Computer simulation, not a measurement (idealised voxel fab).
process module | voxel transistor to metal
cross-section cut | 205 nm wide | cells 5 nm
A cross-section is a grid of square cells, given in bands from the top down. A band is one or more rows of cells.
Each band's line starts with the height of the band's top and of its bottom, in nm. Then come its materials from left to right, each with its width in nm. One material with "throughout" fills the band from edge to edge. "air" is empty space.
Height 0 is the level under which the wafer as received is all one material. The lowest band goes on downwards, as in "0 down".
A width such as "30 to 40" changes by the same amount from each row of cells to the next, from the band's top row to its bottom row.
"no change" after a step means that no cell of the cross-section changed.
closed voids: empty space of 8 cells or more with no open way to the top, each as width x height at its distance from the left edge, in nm
after a step's settings: what the simulator itself notes on the step
overlay nm, on a step with a mask: how far to the right of its planned place the mask lay; to the left if negative
plan
1 op RECEIVE | material Si
2 op OXIDIZE | depth nm 5
3 op CONFORMAL_DEP | material SiN | thk nm 10
4 op PATTERN | tone cover | mask id ACTIVE | material resist | width nm 110 | thk nm 15 | overlay nm 0
5 op DIRECTIONAL_ETCH | etch materials SiN | depth nm 10
6 op DIRECTIONAL_ETCH | etch materials SiO2 | depth nm 5
7 op DIRECTIONAL_ETCH | etch materials Si | depth nm 35
8 op STRIP | etch materials resist
9 op OXIDIZE | depth nm 5
10 op FILL_DEP | material SiO2 | thk nm 15
11 op CMP | height nm 10
12 op SELECTIVE_ETCH | etch materials SiO2 | depth nm 10
13 op STRIP | etch materials SiN
14 op SELECTIVE_ETCH | etch materials SiO2 | depth nm 5
15 op OXIDIZE | depth nm 5
16 op DIRECTIONAL_DEP | material polySi | thk nm 25
17 op DIRECTIONAL_DEP | material SiCN | thk nm 15
18 op MASKED_ETCH | tone cover | mask id GATE | width nm 20 | etch materials SiCN | depth nm 25 | overlay nm 0
19 op MASKED_ETCH | tone cover | mask id GATE | width nm 20 | etch materials polySi | depth nm 35 | overlay nm 0
20 op CONFORMAL_DEP | material SiN | thk nm 5
21 op DIRECTIONAL_ETCH | etch materials SiN | depth nm 5
22 op DIRECTIONAL_ETCH | etch materials SiO2 | depth nm 5
23 op DIRECTIONAL_ETCH | etch materials Si | depth nm 5
24 op EPI | material pSi | thk nm 10
25 op FILL_DEP | material SiO2 | thk nm 10
26 op CMP | height nm 35
27 op DIRECTIONAL_DEP | material SiO2 | thk nm 10
28 op DIRECTIONAL_DEP | material aC | thk nm 15
29 op PATTERN | tone open | mask id CONTACT | material resist | width nm 15 | pitch nm 75 | thk nm 30 | overlay nm 0
30 op DIRECTIONAL_ETCH | etch materials aC | depth nm 15
31 op STRIP | etch materials resist
32 op DIRECTIONAL_ETCH | etch materials SiO2 | depth nm 50
33 op STRIP | etch materials aC
34 op CONFORMAL_DEP | material TiN | thk nm 5
35 op FILL_DEP | material W | thk nm 5
36 op CMP | height nm 45
37 op DIRECTIONAL_DEP | material TiN | thk nm 5
38 op DIRECTIONAL_DEP | material W | thk nm 25
39 op PATTERN | tone cover | mask id METAL_1 | material resist | width nm 15 | pitch nm 75 | thk nm 15 | overlay nm 0
40 op DIRECTIONAL_ETCH | etch materials W | depth nm 25
41 op DIRECTIONAL_ETCH | etch materials TiN | depth nm 5
42 op STRIP | etch materials resist
43 op FILL_DEP | material lowk | thk nm 10
44 op CMP | height nm 75
45 op CONFORMAL_DEP | material SiCN | thk nm 5
46 op DIRECTIONAL_DEP | material lowk | thk nm 35
47 op MASKED_ETCH | tone open | mask id METAL_2 | width nm 15 | pitch nm 75 | etch materials lowk | depth nm 20 | overlay nm 0
48 op MASKED_ETCH | tone open | mask id METAL_2_HOLES | width nm 15 | pitch nm 75 | etch materials lowk | depth nm 15 | overlay nm 0
49 op MASKED_ETCH | tone open | mask id METAL_2_HOLES | width nm 15 | pitch nm 75 | etch materials SiCN | depth nm 5 | overlay nm 0
50 op CONFORMAL_DEP | material TiN | thk nm 5
51 op FILL_DEP | material Cu | thk nm 5
52 op CMP | height nm 115
53 op CONFORMAL_DEP | material SiN | thk nm 5
first wafer, as planned
as received, after step 1
  0 down: Si throughout
  closed voids: none
after step 2
  0 to -5: SiO2 throughout
  below -5: unchanged
after step 3
  10 to 0: SiN throughout
  below 0: unchanged
after step 4
  25 to 10: air 45 | resist 110 | air 50
  below 10: unchanged
after step 5
  25 to 10: air 45 | resist 110 | air 50
  10 to 0: air 45 | SiN 110 | air 50
  below 0: unchanged
after step 6
  25 to 10: air 45 | resist 110 | air 50
  10 to 0: air 45 | SiN 110 | air 50
  0 to -5: air 45 | SiO2 110 | air 50
  below -5: unchanged
after step 7
  25 to 10: air 45 | resist 110 | air 50
  10 to 0: air 45 | SiN 110 | air 50
  0 to -5: air 45 | SiO2 110 | air 50
  -5 to -40: air 45 | Si 110 | air 50
  below -40: unchanged
after step 8
  10 to 0: air 45 | SiN 110 | air 50
  below 0: unchanged
after step 9
  10 to 0: air 45 | SiN 110 | air 50
  0 to -5: air 45 | SiO2 110 | air 50
  -5 to -40: air 45 | SiO2 5 | Si 100 | SiO2 5 | air 50
  -40 to -45: SiO2 50 | Si 100 | SiO2 55
  below -45: unchanged
after step 10
  25 to 10: SiO2 throughout
  10 to 0: SiO2 45 | SiN 110 | SiO2 50
  0 to -5: SiO2 throughout
  -5 to -45: SiO2 50 | Si 100 | SiO2 55
  below -45: unchanged
after step 11
  10 to 0: SiO2 45 | SiN 110 | SiO2 50
  below 0: unchanged
after step 12
  10 to 0: air 45 | SiN 110 | air 50
  below 0: unchanged
after step 13
  0 to -5: SiO2 throughout
  below -5: unchanged
after step 14
  -5 to -45: SiO2 50 | Si 100 | SiO2 55
  below -45: unchanged
after step 15
  -5 to -10: SiO2 throughout
  below -10: unchanged
after step 16
  20 to -5: polySi throughout
  below -5: unchanged
after step 17
  35 to 20: SiCN throughout
  below 20: unchanged
after step 18
  35 to 20: air 90 | SiCN 20 | air 95
  below 20: unchanged
after step 19
  35 to 20: air 90 | SiCN 20 | air 95
  20 to -5: air 90 | polySi 20 | air 95
  below -5: unchanged
after step 20
  40 to 35: air 85 | SiN 30 | air 90
  35 to 20: air 85 | SiN 5 | SiCN 20 | SiN 5 | air 90
  20 to 0: air 85 | SiN 5 | polySi 20 | SiN 5 | air 90
  0 to -5: SiN 90 | polySi 20 | SiN 95
  below -5: unchanged
after step 21
  35 to 20: air 85 | SiN 5 | SiCN 20 | SiN 5 | air 90
  20 to -5: air 85 | SiN 5 | polySi 20 | SiN 5 | air 90
  below -5: unchanged
after step 22
  35 to 20: air 85 | SiN 5 | SiCN 20 | SiN 5 | air 90
  20 to -5: air 85 | SiN 5 | polySi 20 | SiN 5 | air 90
  -5 to -10: air 85 | SiO2 30 | air 90
  below -10: unchanged
after step 23
  35 to 20: air 85 | SiN 5 | SiCN 20 | SiN 5 | air 90
  20 to -5: air 85 | SiN 5 | polySi 20 | SiN 5 | air 90
  -5 to -10: air 85 | SiO2 30 | air 90
  -10 to -15: SiO2 50 | air 35 | Si 30 | air 35 | SiO2 55
  below -15: unchanged
after step 24
  35 to 20: air 85 | SiN 5 | SiCN 20 | SiN 5 | air 90
  20 to 0: air 85 | SiN 5 | polySi 20 | SiN 5 | air 90
  0 to -5: air 75 | pSi 10 | SiN 5 | polySi 20 | SiN 5 | pSi 10 | air 80
  -5 to -10: air 45 | pSi 40 | SiO2 30 | pSi 40 | air 50
  -10 to -15: SiO2 50 | pSi 35 | Si 30 | pSi 35 | SiO2 55
  below -15: unchanged
after step 25
  45 to 35: SiO2 throughout
  35 to 20: SiO2 85 | SiN 5 | SiCN 20 | SiN 5 | SiO2 90
  20 to 0: SiO2 85 | SiN 5 | polySi 20 | SiN 5 | SiO2 90
  0 to -5: SiO2 75 | pSi 10 | SiN 5 | polySi 20 | SiN 5 | pSi 10 | SiO2 80
  -5 to -10: SiO2 45 | pSi 40 | SiO2 30 | pSi 40 | SiO2 50
  below -10: unchanged
after step 26
  35 to 20: SiO2 85 | SiN 5 | SiCN 20 | SiN 5 | SiO2 90
  below 20: unchanged
after step 27
  45 to 35: SiO2 throughout
  below 35: unchanged
after step 28
  60 to 45: aC throughout
  below 45: unchanged
after step 29
  90 to 60: resist 55 | air 15 | resist 60 | air 15 | resist 60
  below 60: unchanged
after step 30
  75 to 60: resist 55 | air 15 | resist 60 | air 15 | resist 60
  60 to 45: aC 55 | air 15 | aC 60 | air 15 | aC 60
  below 45: unchanged
after step 31
  60 to 45: aC 55 | air 15 | aC 60 | air 15 | aC 60
  below 45: unchanged
after step 32
  60 to 45: aC 55 | air 15 | aC 60 | air 15 | aC 60
  45 to 35: SiO2 55 | air 15 | SiO2 60 | air 15 | SiO2 60
  35 to 20: SiO2 55 | air 15 | SiO2 15 | SiN 5 | SiCN 20 | SiN 5 | SiO2 15 | air 15 | SiO2 60
  20 to 0: SiO2 55 | air 15 | SiO2 15 | SiN 5 | polySi 20 | SiN 5 | SiO2 15 | air 15 | SiO2 60
  0 to -5: SiO2 55 | air 15 | SiO2 5 | pSi 10 | SiN 5 | polySi 20 | SiN 5 | pSi 10 | SiO2 5 | air 15 | SiO2 60
  below -5: unchanged
after step 33
  45 to 35: SiO2 55 | air 15 | SiO2 60 | air 15 | SiO2 60
  below 35: unchanged
after step 34
  50 to 45: TiN 60 | air 5 | TiN 70 | air 5 | TiN 65
  45 to 35: SiO2 55 | TiN 5 | air 5 | TiN 5 | SiO2 60 | TiN 5 | air 5 | TiN 5 | SiO2 60
  35 to 20: SiO2 55 | TiN 5 | air 5 | TiN 5 | SiO2 15 | SiN 5 | SiCN 20 | SiN 5 | SiO2 15 | TiN 5 | air 5 | TiN 5 | SiO2 60
  20 to 0: SiO2 55 | TiN 5 | air 5 | TiN 5 | SiO2 15 | SiN 5 | polySi 20 | SiN 5 | SiO2 15 | TiN 5 | air 5 | TiN 5 | SiO2 60
  0 to -5: SiO2 55 | TiN 15 | SiO2 5 | pSi 10 | SiN 5 | polySi 20 | SiN 5 | pSi 10 | SiO2 5 | TiN 15 | SiO2 60
  below -5: unchanged
after step 35
  55 to 50: W throughout
  50 to 45: TiN 60 | W 5 | TiN 70 | W 5 | TiN 65
  45 to 35: SiO2 55 | TiN 5 | W 5 | TiN 5 | SiO2 60 | TiN 5 | W 5 | TiN 5 | SiO2 60
  35 to 20: SiO2 55 | TiN 5 | W 5 | TiN 5 | SiO2 15 | SiN 5 | SiCN 20 | SiN 5 | SiO2 15 | TiN 5 | W 5 | TiN 5 | SiO2 60
  20 to 0: SiO2 55 | TiN 5 | W 5 | TiN 5 | SiO2 15 | SiN 5 | polySi 20 | SiN 5 | SiO2 15 | TiN 5 | W 5 | TiN 5 | SiO2 60
  below 0: unchanged
after step 36
  45 to 35: SiO2 55 | TiN 5 | W 5 | TiN 5 | SiO2 60 | TiN 5 | W 5 | TiN 5 | SiO2 60
  below 35: unchanged
after step 37
  50 to 45: TiN throughout
  below 45: unchanged
after step 38
  75 to 50: W throughout
  below 50: unchanged
after step 39
  90 to 75: air 55 | resist 15 | air 60 | resist 15 | air 60
  below 75: unchanged
after step 40
  90 to 75: air 55 | resist 15 | air 60 | resist 15 | air 60
  75 to 50: air 55 | W 15 | air 60 | W 15 | air 60
  below 50: unchanged
after step 41
  90 to 75: air 55 | resist 15 | air 60 | resist 15 | air 60
  75 to 50: air 55 | W 15 | air 60 | W 15 | air 60
  50 to 45: air 55 | TiN 15 | air 60 | TiN 15 | air 60
  below 45: unchanged
after step 42
  75 to 50: air 55 | W 15 | air 60 | W 15 | air 60
  below 50: unchanged
after step 43
  85 to 75: lowk throughout
  75 to 50: lowk 55 | W 15 | lowk 60 | W 15 | lowk 60
  50 to 45: lowk 55 | TiN 15 | lowk 60 | TiN 15 | lowk 60
  below 45: unchanged
after step 44
  75 to 50: lowk 55 | W 15 | lowk 60 | W 15 | lowk 60
  below 50: unchanged
after step 45
  80 to 75: SiCN throughout
  below 75: unchanged
after step 46
  115 to 80: lowk throughout
  below 80: unchanged
after step 47
  115 to 95: lowk 55 | air 15 | lowk 60 | air 15 | lowk 60
  below 95: unchanged
after step 48
  115 to 80: lowk 55 | air 15 | lowk 60 | air 15 | lowk 60
  below 80: unchanged
after step 49
  115 to 80: lowk 55 | air 15 | lowk 60 | air 15 | lowk 60
  80 to 75: SiCN 55 | air 15 | SiCN 60 | air 15 | SiCN 60
  below 75: unchanged
after step 50
  120 to 115: TiN 60 | air 5 | TiN 70 | air 5 | TiN 65
  115 to 80: lowk 55 | TiN 5 | air 5 | TiN 5 | lowk 60 | TiN 5 | air 5 | TiN 5 | lowk 60
  80 to 75: SiCN 55 | TiN 15 | SiCN 60 | TiN 15 | SiCN 60
  below 75: unchanged
after step 51
  125 to 120: Cu throughout
  120 to 115: TiN 60 | Cu 5 | TiN 70 | Cu 5 | TiN 65
  115 to 80: lowk 55 | TiN 5 | Cu 5 | TiN 5 | lowk 60 | TiN 5 | Cu 5 | TiN 5 | lowk 60
  below 80: unchanged
after step 52
  115 to 80: lowk 55 | TiN 5 | Cu 5 | TiN 5 | lowk 60 | TiN 5 | Cu 5 | TiN 5 | lowk 60
  below 80: unchanged
after step 53
  120 to 115: SiN throughout
  below 115: unchanged
second wafer: like start, like plan, one mistake. Through step 45 it matches the first wafer
when step 46 should have ended
  150 to 80: lowk throughout
  below 80: unchanged
when step 47 should have ended
  150 to 130: lowk 55 | air 15 | lowk 60 | air 15 | lowk 60
  below 130: unchanged
when step 48 should have ended
  150 to 115: lowk 55 | air 15 | lowk 60 | air 15 | lowk 60
  below 115: unchanged
when step 49 should have ended: no change
when step 50 should have ended
  155 to 150: TiN 60 | air 5 | TiN 70 | air 5 | TiN 65
  150 to 120: lowk 55 | TiN 5 | air 5 | TiN 5 | lowk 60 | TiN 5 | air 5 | TiN 5 | lowk 60
  120 to 115: lowk 55 | TiN 15 | lowk 60 | TiN 15 | lowk 60
  below 115: unchanged
when step 51 should have ended
  160 to 155: Cu throughout
  155 to 150: TiN 60 | Cu 5 | TiN 70 | Cu 5 | TiN 65
  150 to 120: lowk 55 | TiN 5 | Cu 5 | TiN 5 | lowk 60 | TiN 5 | Cu 5 | TiN 5 | lowk 60
  below 120: unchanged
when step 52 should have ended
  115 to 80: lowk throughout
  below 80: unchanged
when step 53 should have ended
  120 to 115: SiN throughout
  below 115: unchanged
what went wrong: step 46 was run twice
at the end the second wafer has, in cells: 14 fewer of Cu | 6 more of SiCN | 34 fewer of TiN | 42 more of lowk
